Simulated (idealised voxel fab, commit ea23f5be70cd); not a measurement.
Title: Process Module voxel wiring stack
It is cross-section cut that appears here, measuring 230 nm in width, its square cells being 5 nm in size.
Cross-section spec: square-cell grid; bands listed top down; each band is one or more rows.
In this notation a band is specified by the heights of its top and bottom, in that order and in nm, after which its materials appear from left to right, each paired with its width in nm. The word "everywhere" attached to a single material means that material fills the band from edge to edge; the word "air" stands for empty space.
Measure heights from 0. That's the level where, below it, the as-received wafer is all one material. The lowest band is bottomless and extends downward; write it as in "top 0, no bottom".
The notation "30..40" denotes a width that varies across the rows of cells in the band, beginning at the first number in the top row, finishing at the second number in the bottom row, and changing by an identical amount from each row to the next.
It should be understood that the words "everything unchanged", when stated for a given step, signify that the cross-section underwent no change in any of its cells during that step.
Heads up: "Enclosed void catalog" only lists the empty pockets with no open path to the top that are 8 cells or more, and it writes them as width x height at distance, distance from the left edge, in nm.
Anything after a step's settings on that line? It's the simulator's own note about the step.
A step's line can hold "overlay nm"; with a mask on that step, the setting says how far right of the planned place the mask lay, while a negative setting says it lay to the left.

### plan
| 1 | RECEIVE,material Si |
| 2 | CONFORMAL_DEP,material SiO2,thk nm 10 |
| 3 | DIRECTIONAL_DEP,material TiN,thk nm 5 |
| 4 | DIRECTIONAL_DEP,material Ru,thk nm 25 |
| 5 | PATTERN,tone cover,mask id METAL_1,material resist,width nm 25,pitch nm 55,thk nm 20,overlay nm 0 |
| 6 | DIRECTIONAL_ETCH,etch materials Ru,depth nm 25 |
| 7 | DIRECTIONAL_ETCH,etch materials TiN,depth nm 5 |
| 8 | STRIP,etch materials resist |
| 9 | FILL_DEP,material SiO2,thk nm 10 |
| 10 | CMP,height nm 40 |
| 11 | CONFORMAL_DEP,material SiCN,thk nm 5 |
| 12 | DIRECTIONAL_DEP,material lowk,thk nm 20 |
| 13 | MASKED_ETCH,tone open,mask id PLUG_1,width nm 15,pitch nm 55,etch materials lowk,depth nm 20,overlay nm 0 |
| 14 | MASKED_ETCH,tone open,mask id PLUG_1,width nm 15,pitch nm 55,etch materials SiCN,depth nm 5,overlay nm 0 |
| 15 | EPI,material Ru,thk nm 10 |
| 16 | EPI,material Ru,thk nm 10 |
| 17 | EPI,material Ru,thk nm 5 |
| 18 | CONFORMAL_DEP,material SiN,thk nm 5 |
| 19 | DIRECTIONAL_DEP,material lowk,thk nm 20 |
| 20 | MASKED_ETCH,tone open,mask id METAL_2,width nm 25,pitch nm 55,etch materials lowk,depth nm 20,overlay nm 0 |
| 21 | MASKED_ETCH,tone open,mask id METAL_2,width nm 25,pitch nm 55,etch materials SiN,depth nm 5,overlay nm 0 |
| 22 | CONFORMAL_DEP,material TiN,thk nm 5 |
| 23 | FILL_DEP,material Ru,thk nm 10 |
| 24 | CMP,height nm 90 |
| 25 | EPI,material Ru,thk nm 5 |
| 26 | FILL_DEP,material SiCN,thk nm 5 |
| 27 | DIRECTIONAL_DEP,material lowk,thk nm 35 |
| 28 | DIRECTIONAL_DEP,material aC,thk nm 10 |
| 29 | PATTERN,tone open,mask id METAL_3,material resist,width nm 25,pitch nm 55,thk nm 25,overlay nm 0 |
| 30 | DIRECTIONAL_ETCH,etch materials aC,depth nm 10 |
| 31 | STRIP,etch materials resist |
| 32 | DIRECTIONAL_ETCH,etch materials lowk,depth nm 20 |
| 33 | STRIP,etch materials aC |
| 34 | DIRECTIONAL_DEP,material aC,thk nm 10 |
| 35 | PATTERN,tone open,mask id METAL_3_HOLES,material resist,width nm 15,pitch nm 55,thk nm 30,overlay nm 0 |
| 36 | DIRECTIONAL_ETCH,etch materials aC,depth nm 10 |
| 37 | STRIP,etch materials resist |
| 38 | DIRECTIONAL_ETCH,etch materials lowk,depth nm 15 |
| 39 | DIRECTIONAL_ETCH,etch materials SiCN,depth nm 5 |
| 40 | STRIP,etch materials aC |
| 41 | CONFORMAL_DEP,material TiN,thk nm 5 |
| 42 | FILL_DEP,material Cu,thk nm 10 |
| 43 | CMP,height nm 135 |
| 44 | CONFORMAL_DEP,material SiN,thk nm 5 |

### Here's what the wafer looked like in cross-section when it arrived - that's after step 1
> top 0, no bottom | Si everywhere
> Enclosed void catalog: none

### Wafer cross-section at module end: first of two, run to plan
> top 140, bottom 135 | SiN everywhere
> top 135, bottom 120 | lowk=75  TiN=5  Cu=15  TiN=5  lowk=30  TiN=5  Cu=15  TiN=5  lowk=75
> top 120, bottom 115 | lowk=75  TiN=5  Cu=5  TiN=15  lowk=30  TiN=5  Cu=5  TiN=15  lowk=75
> top 115, bottom 100 | lowk=75  TiN=5  Cu=5  TiN=5  lowk=40  TiN=5  Cu=5  TiN=5  lowk=85
> top 100, bottom 95 | SiCN=75  TiN=15  SiCN=40  TiN=15  SiCN=85
> top 95, bottom 90 | SiCN=70  Ru=35  SiCN=20  Ru=35  SiCN=70
> top 90, bottom 70 | lowk=75  TiN=5  Ru=15  TiN=5  lowk=30  TiN=5  Ru=15  TiN=5  lowk=75
> top 70, bottom 65 | SiN=75  TiN=25  SiN=30  TiN=25  SiN=75
> top 65, bottom 45 | lowk=75  Ru=15  lowk=40  Ru=15  lowk=85
> top 45, bottom 40 | SiCN=75  Ru=15  SiCN=40  Ru=15  SiCN=85
> top 40, bottom 15 | SiO2=75  Ru=25  SiO2=30  Ru=25  SiO2=75
> top 15, bottom 10 | SiO2=75  TiN=25  SiO2=30  TiN=25  SiO2=75
> top 10, bottom 0 | SiO2 everywhere
> top 0, no bottom | Si everywhere
> Enclosed void catalog: none

### Cross-section, second wafer: same start as the first, same plan as the first, one mistake in running it; taken at the end of the module
> top 140, bottom 135 | SiN everywhere
> top 135, bottom 105 | lowk=75  TiN=5  Cu=15  TiN=5  lowk=30  TiN=5  Cu=15  TiN=5  lowk=75
> top 105, bottom 100 | lowk=75  TiN=5  Cu=5  TiN=15  lowk=30  TiN=5  Cu=5  TiN=15  lowk=75
> top 100, bottom 95 | SiCN=75  TiN=15  SiCN=40  TiN=15  SiCN=85
> top 95, bottom 90 | SiCN=70  Ru=35  SiCN=20  Ru=35  SiCN=70
> top 90, bottom 70 | lowk=75  TiN=5  Ru=15  TiN=5  lowk=30  TiN=5  Ru=15  TiN=5  lowk=75
> top 70, bottom 65 | SiN=75  TiN=25  SiN=30  TiN=25  SiN=75
> top 65, bottom 45 | lowk=75  Ru=15  lowk=40  Ru=15  lowk=85
> top 45, bottom 40 | SiCN=75  Ru=15  SiCN=40  Ru=15  SiCN=85
> top 40, bottom 15 | SiO2=75  Ru=25  SiO2=30  Ru=25  SiO2=75
> top 15, bottom 10 | SiO2=75  TiN=25  SiO2=30  TiN=25  SiO2=75
> top 10, bottom 0 | SiO2 everywhere
> top 0, no bottom | Si everywhere
> Enclosed void catalog: none
what went wrong: step 32 in the plan was executed twice
at the end the second wafer has, in cells: +12 Cu, -12 lowk
